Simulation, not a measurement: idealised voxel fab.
The process module presented herein is designated voxel gate over fins.
Cross-section cut spans 160 nm and uses square cells 5 nm in size.
Just so we're on the same page, the cross-sections are grids of square cells, and they're listed out in bands top to bottom, each band one or more rows deep. Within each band entry, the heights of the top and of the bottom of the band appear first, in that order and in nm; the materials of the band then follow from left to right, each with its corresponding width in nm. The designation "full width" on a single material indicates that it fills the band from edge to edge; the designation "empty" indicates empty space. Note: height 0 marks the level under which the wafer is uniformly one material as received. Lowest band unbounded below, written "0 down". Quick explanation for "30 to 40": the width changes in equal steps down the rows of cells, from the first number in the band's top row to the second number in its bottom row. A step reported as "remained unchanged" is a step in which no cell of the cross-section changed. Closed empty spaces (no open way to the top) of 8 cells or more are what "Sealed void list" lists, each as width x height at distance from the left edge, nm for all three. The remark found on a step's line after its settings is issued by the simulator itself and pertains to that step. Steps that use a mask can have "overlay nm" on their line. It says how far the mask sat to the right of where it was meant to be. Negative means to the left.
-- The process steps that were planned are listed below
1) RECEIVE: material Si
2) CONFORMAL_DEP: material SiN, thk nm 5
3) DIRECTIONAL_DEP: material aC, thk nm 15
4) PATTERN: tone cover, mask id FINS, material resist, width nm 15, pitch nm 60, thk nm 30, overlay nm 0
5) DIRECTIONAL_ETCH: etch materials aC, depth nm 15
6) STRIP: etch materials resist
7) DIRECTIONAL_ETCH: etch materials SiN, depth nm 5
8) DIRECTIONAL_ETCH: etch materials Si, depth nm 40
9) STRIP: etch materials aC
10) OXIDIZE: depth nm 5
11) FILL_DEP: material SiO2, thk nm 10
12) CMP: height nm 5
13) DIRECTIONAL_DEP: material aC, thk nm 15
14) PATTERN: tone open, mask id RAIL, material resist, width nm 15, thk nm 35, overlay nm 0
15) DIRECTIONAL_ETCH: etch materials aC, depth nm 15
16) STRIP: etch materials resist
17) DIRECTIONAL_ETCH: etch materials SiO2, depth nm 40
18) STRIP: etch materials aC
19) CONFORMAL_DEP: material TiN, thk nm 5
20) FILL_DEP: material W, thk nm 5
21) CMP: height nm 5
22) SELECTIVE_ETCH: etch materials W Ru TiN, depth nm 20
23) FILL_DEP: material SiO2, thk nm 5
24) CMP: height nm 5
25) SELECTIVE_ETCH: etch materials SiO2, depth nm 15
26) STRIP: etch materials SiN
27) CONFORMAL_DEP: material HfO2, thk nm 5
28) CONFORMAL_DEP: material TiN, thk nm 5
29) CONFORMAL_DEP: material TiAl, thk nm 5
30) CONFORMAL_DEP: material TiN, thk nm 5
31) FILL_DEP: material W, thk nm 15
32) CMP: height nm 30
33) CONFORMAL_DEP: material SiCN, thk nm 10
-- First of two wafers, processed according to plan
-- as received, after step 1
> 0 down | Si full width
> Sealed void list: none
-- Wafer section view after processing step 2
> 5 to 0 | SiN full width
> Nothing below the height 0 has changed.
-- Wafer section view after processing step 3
> 20 to 5 | aC full width
> Nothing below the height 5 has changed.
-- Wafer section view after processing step 4
> 50 to 20 | empty (40), resist (15), empty (45), resist (15), empty (45)
> Nothing below the height 20 has changed.
-- Wafer section view after processing step 5
> 35 to 20 | empty (40), resist (15), empty (45), resist (15), empty (45)
> 20 to 5 | empty (40), aC (15), empty (45), aC (15), empty (45)
> Nothing below the height 5 has changed.
-- Wafer section view after processing step 6
> 20 to 5 | empty (40), aC (15), empty (45), aC (15), empty (45)
> Nothing below the height 5 has changed.
-- Wafer section view after processing step 7
> 20 to 5 | empty (40), aC (15), empty (45), aC (15), empty (45)
> 5 to 0 | empty (40), SiN (15), empty (45), SiN (15), empty (45)
> Nothing below the height 0 has changed.
-- Wafer section view after processing step 8
> 20 to 5 | empty (40), aC (15), empty (45), aC (15), empty (45)
> 5 to 0 | empty (40), SiN (15), empty (45), SiN (15), empty (45)
> 0 to -40 | empty (40), Si (15), empty (45), Si (15), empty (45)
> Nothing below the height -40 has changed.
-- Wafer section view after processing step 9
> 5 to 0 | empty (40), SiN (15), empty (45), SiN (15), empty (45)
> Nothing below the height 0 has changed.
-- Wafer section view after processing step 10
> 5 to 0 | empty (40), SiN (15), empty (45), SiN (15), empty (45)
> 0 to -40 | empty (40), SiO2 (5), Si (5), SiO2 (5), empty (45), SiO2 (5), Si (5), SiO2 (5), empty (45)
> -40 to -45 | SiO2 (45), Si (5), SiO2 (55), Si (5), SiO2 (50)
> Nothing below the height -45 has changed.
-- Wafer section view after processing step 11
> 15 to 5 | SiO2 full width
> 5 to 0 | SiO2 (40), SiN (15), SiO2 (45), SiN (15), SiO2 (45)
> 0 to -45 | SiO2 (45), Si (5), SiO2 (55), Si (5), SiO2 (50)
> Nothing below the height -45 has changed.
-- Wafer section view after processing step 12
> 5 to 0 | SiO2 (40), SiN (15), SiO2 (45), SiN (15), SiO2 (45)
> Nothing below the height 0 has changed.
-- Wafer section view after processing step 13
> 20 to 5 | aC full width
> Nothing below the height 5 has changed.
-- Wafer section view after processing step 14
> 55 to 20 | resist (70), empty (15), resist (75)
> Nothing below the height 20 has changed.
-- Wafer section view after processing step 15
> 40 to 20 | resist (70), empty (15), resist (75)
> 20 to 5 | aC (70), empty (15), aC (75)
> Nothing below the height 5 has changed.
-- Wafer section view after processing step 16
> 20 to 5 | aC (70), empty (15), aC (75)
> Nothing below the height 5 has changed.
-- Wafer section view after processing step 17
> 20 to 5 | aC (70), empty (15), aC (75)
> 5 to 0 | SiO2 (40), SiN (15), SiO2 (15), empty (15), SiO2 (15), SiN (15), SiO2 (45)
> 0 to -35 | SiO2 (45), Si (5), SiO2 (20), empty (15), SiO2 (20), Si (5), SiO2 (50)
> Nothing below the height -35 has changed.
-- Wafer section view after processing step 18
> 5 to 0 | SiO2 (40), SiN (15), SiO2 (15), empty (15), SiO2 (15), SiN (15), SiO2 (45)
> Nothing below the height 0 has changed.
-- Wafer section view after processing step 19
> 10 to 5 | TiN (75), empty (5), TiN (80)
> 5 to 0 | SiO2 (40), SiN (15), SiO2 (15), TiN (5), empty (5), TiN (5), SiO2 (15), SiN (15), SiO2 (45)
> 0 to -30 | SiO2 (45), Si (5), SiO2 (20), TiN (5), empty (5), TiN (5), SiO2 (20), Si (5), SiO2 (50)
> -30 to -35 | SiO2 (45), Si (5), SiO2 (20), TiN (15), SiO2 (20), Si (5), SiO2 (50)
> Nothing below the height -35 has changed.
-- Wafer section view after processing step 20
> 15 to 10 | W full width
> 10 to 5 | TiN (75), W (5), TiN (80)
> 5 to 0 | SiO2 (40), SiN (15), SiO2 (15), TiN (5), W (5), TiN (5), SiO2 (15), SiN (15), SiO2 (45)
> 0 to -30 | SiO2 (45), Si (5), SiO2 (20), TiN (5), W (5), TiN (5), SiO2 (20), Si (5), SiO2 (50)
> Nothing below the height -30 has changed.
-- Wafer section view after processing step 21
> 5 to 0 | SiO2 (40), SiN (15), SiO2 (15), TiN (5), W (5), TiN (5), SiO2 (15), SiN (15), SiO2 (45)
> Nothing below the height 0 has changed.
-- Wafer section view after processing step 22
> 5 to 0 | SiO2 (40), SiN (15), SiO2 (15), empty (15), SiO2 (15), SiN (15), SiO2 (45)
> 0 to -15 | SiO2 (45), Si (5), SiO2 (20), empty (15), SiO2 (20), Si (5), SiO2 (50)
> Nothing below the height -15 has changed.
-- Wafer section view after processing step 23
> 10 to 5 | SiO2 full width
> 5 to 0 | SiO2 (40), SiN (15), SiO2 (45), SiN (15), SiO2 (45)
> 0 to -15 | SiO2 (45), Si (5), SiO2 (55), Si (5), SiO2 (50)
> Nothing below the height -15 has changed.
-- Wafer section view after processing step 24
> 5 to 0 | SiO2 (40), SiN (15), SiO2 (45), SiN (15), SiO2 (45)
> Nothing below the height 0 has changed.
-- Wafer section view after processing step 25
> 5 to 0 | empty (40), SiN (15), empty (45), SiN (15), empty (45)
> 0 to -10 | empty (45), Si (5), empty (55), Si (5), empty (50)
> Nothing below the height -10 has changed.
-- Wafer section view after processing step 26
> 0 to -10 | empty (45), Si (5), empty (55), Si (5), empty (50)
> Nothing below the height -10 has changed.
-- Wafer section view after processing step 27
> 5 to 0 | empty (40), HfO2 (15), empty (45), HfO2 (15), empty (45)
> 0 to -5 | empty (40), HfO2 (5), Si (5), HfO2 (5), empty (45), HfO2 (5), Si (5), HfO2 (5), empty (45)
> -5 to -10 | HfO2 (45), Si (5), HfO2 (55), Si (5), HfO2 (50)
> Nothing below the height -10 has changed.
-- Wafer section view after processing step 28
> 10 to 5 | empty (35), TiN (25), empty (35), TiN (25), empty (40)
> 5 to 0 | empty (35), TiN (5), HfO2 (15), TiN (5), empty (35), TiN (5), HfO2 (15), TiN (5), empty (40)
> 0 to -5 | TiN (40), HfO2 (5), Si (5), HfO2 (5), TiN (45), HfO2 (5), Si (5), HfO2 (5), TiN (45)
> Nothing below the height -5 has changed.
-- Wafer section view after processing step 29
> 15 to 10 | empty (30), TiAl (35), empty (25), TiAl (35), empty (35)
> 10 to 5 | empty (30), TiAl (5), TiN (25), TiAl (5), empty (25), TiAl (5), TiN (25), TiAl (5), empty (35)
> 5 to 0 | TiAl (35), TiN (5), HfO2 (15), TiN (5), TiAl (35), TiN (5), HfO2 (15), TiN (5), TiAl (40)
> Nothing below the height 0 has changed.
-- Wafer section view after processing step 30
> 20 to 15 | empty (25), TiN (45), empty (15), TiN (45), empty (30)
> 15 to 10 | empty (25), TiN (5), TiAl (35), TiN (5), empty (15), TiN (5), TiAl (35), TiN (5), empty (30)
> 10 to 5 | TiN (30), TiAl (5), TiN (25), TiAl (5), TiN (25), TiAl (5), TiN (25), TiAl (5), TiN (35)
> Nothing below the height 5 has changed.
-- Wafer section view after processing step 31
> 35 to 20 | W full width
> 20 to 15 | W (25), TiN (45), W (15), TiN (45), W (30)
> 15 to 10 | W (25), TiN (5), TiAl (35), TiN (5), W (15), TiN (5), TiAl (35), TiN (5), W (30)
> Nothing below the height 10 has changed.
-- Wafer section view after processing step 32
> 30 to 20 | W full width
> Nothing below the height 20 has changed.
-- Wafer section view after processing step 33
> 40 to 30 | SiCN full width
> Nothing below the height 30 has changed.
-- What follows concerns the second wafer, which started out like the first and was meant to follow the very same plan; one mistake crept in when it was run, but everything up to and including step 19 is the same as for the first wafer
-- Planned end of step 20: second wafer, cross-section
> 15 to 10 | SiCN full width
> 10 to 5 | TiN (75), SiCN (5), TiN (80)
> 5 to 0 | SiO2 (40), SiN (15), SiO2 (15), TiN (5), SiCN (5), TiN (5), SiO2 (15), SiN (15), SiO2 (45)
> 0 to -30 | SiO2 (45), Si (5), SiO2 (20), TiN (5), SiCN (5), TiN (5), SiO2 (20), Si (5), SiO2 (50)
> Nothing below the height -30 has changed.
-- Planned end of step 21: second wafer, cross-section
> 5 to 0 | SiO2 (40), SiN (15), SiO2 (15), TiN (5), SiCN (5), TiN (5), SiO2 (15), SiN (15), SiO2 (45)
> Nothing below the height 0 has changed.
-- Planned end of step 22: second wafer, cross-section
> 5 to 0 | SiO2 (40), SiN (15), SiO2 (15), empty (5), SiCN (5), empty (5), SiO2 (15), SiN (15), SiO2 (45)
> 0 to -15 | SiO2 (45), Si (5), SiO2 (20), empty (5), SiCN (5), empty (5), SiO2 (20), Si (5), SiO2 (50)
> Nothing below the height -15 has changed.
-- Planned end of step 23: second wafer, cross-section
> 10 to 5 | SiO2 full width
> 5 to 0 | SiO2 (40), SiN (15), SiO2 (20), SiCN (5), SiO2 (20), SiN (15), SiO2 (45)
> 0 to -15 | SiO2 (45), Si (5), SiO2 (25), SiCN (5), SiO2 (25), Si (5), SiO2 (50)
> Nothing below the height -15 has changed.
-- Planned end of step 24: second wafer, cross-section
> 5 to 0 | SiO2 (40), SiN (15), SiO2 (20), SiCN (5), SiO2 (20), SiN (15), SiO2 (45)
> Nothing below the height 0 has changed.
-- Planned end of step 25: second wafer, cross-section
> 5 to 0 | empty (40), SiN (15), empty (20), SiCN (5), empty (20), SiN (15), empty (45)
> 0 to -10 | empty (45), Si (5), empty (25), SiCN (5), empty (25), Si (5), empty (50)
> Nothing below the height -10 has changed.
-- Planned end of step 26: second wafer, cross-section
> 5 to 0 | empty (75), SiCN (5), empty (80)
> Nothing below the height 0 has changed.
-- Planned end of step 27: second wafer, cross-section
> 10 to 5 | empty (70), HfO2 (15), empty (75)
> 5 to 0 | empty (40), HfO2 (15), empty (15), HfO2 (5), SiCN (5), HfO2 (5), empty (15), HfO2 (15), empty (45)
> 0 to -5 | empty (40), HfO2 (5), Si (5), HfO2 (5), empty (15), HfO2 (5), SiCN (5), HfO2 (5), empty (15), HfO2 (5), Si (5), HfO2 (5), empty (45)
> -5 to -10 | HfO2 (45), Si (5), HfO2 (25), SiCN (5), HfO2 (25), Si (5), HfO2 (50)
> Nothing below the height -10 has changed.
-- Planned end of step 28: second wafer, cross-section
> 15 to 10 | empty (65), TiN (25), empty (70)
> 10 to 5 | empty (35), TiN (25), empty (5), TiN (5), HfO2 (15), TiN (5), empty (5), TiN (25), empty (40)
> 5 to 0 | empty (35), TiN (5), HfO2 (15), TiN (5), empty (5), TiN (5), HfO2 (5), SiCN (5), HfO2 (5), TiN (5), empty (5), TiN (5), HfO2 (15), TiN (5), empty (40)
> 0 to -5 | TiN (40), HfO2 (5), Si (5), HfO2 (5), TiN (15), HfO2 (5), SiCN (5), HfO2 (5), TiN (15), HfO2 (5), Si (5), HfO2 (5), TiN (45)
> Nothing below the height -5 has changed.
-- Planned end of step 29: second wafer, cross-section
> 20 to 15 | empty (60), TiAl (35), empty (65)
> 15 to 10 | empty (30), TiAl (35), TiN (25), TiAl (35), empty (35)
> 10 to 5 | empty (30), TiAl (5), TiN (25), TiAl (5), TiN (5), HfO2 (15), TiN (5), TiAl (5), TiN (25), TiAl (5), empty (35)
> 5 to 0 | TiAl (35), TiN (5), HfO2 (15), TiN (5), TiAl (5), TiN (5), HfO2 (5), SiCN (5), HfO2 (5), TiN (5), TiAl (5), TiN (5), HfO2 (15), TiN (5), TiAl (40)
> Nothing below the height 0 has changed.
-- Planned end of step 30: second wafer, cross-section
> 25 to 20 | empty (55), TiN (45), empty (60)
> 20 to 15 | empty (25), TiN (35), TiAl (35), TiN (35), empty (30)
> 15 to 10 | empty (25), TiN (5), TiAl (35), TiN (25), TiAl (35), TiN (5), empty (30)
> 10 to 5 | TiN (30), TiAl (5), TiN (25), TiAl (5), TiN (5), HfO2 (15), TiN (5), TiAl (5), TiN (25), TiAl (5), TiN (35)
> Nothing below the height 5 has changed.
-- Planned end of step 31: second wafer, cross-section
> 40 to 25 | W full width
> 25 to 20 | W (55), TiN (45), W (60)
> 20 to 15 | W (25), TiN (35), TiAl (35), TiN (35), W (30)
> 15 to 10 | W (25), TiN (5), TiAl (35), TiN (25), TiAl (35), TiN (5), W (30)
> Nothing below the height 10 has changed.
-- Planned end of step 32: second wafer, cross-section
> 30 to 25 | W full width
> Nothing below the height 25 has changed.
-- Planned end of step 33: second wafer, cross-section
> 40 to 30 | SiCN full width
> Nothing below the height 30 has changed.
Misprocessing identified: in deviation from the planned setting, step 20 was conducted as FILL_DEP: material SiCN, thk nm 5
Once processing is complete, comparing cell counts shows that the second wafer has more or fewer of certain materials than the first: HfO2 +6 | SiCN +7 | SiO2 -1 | TiAl +2 | TiN +4 | W -18
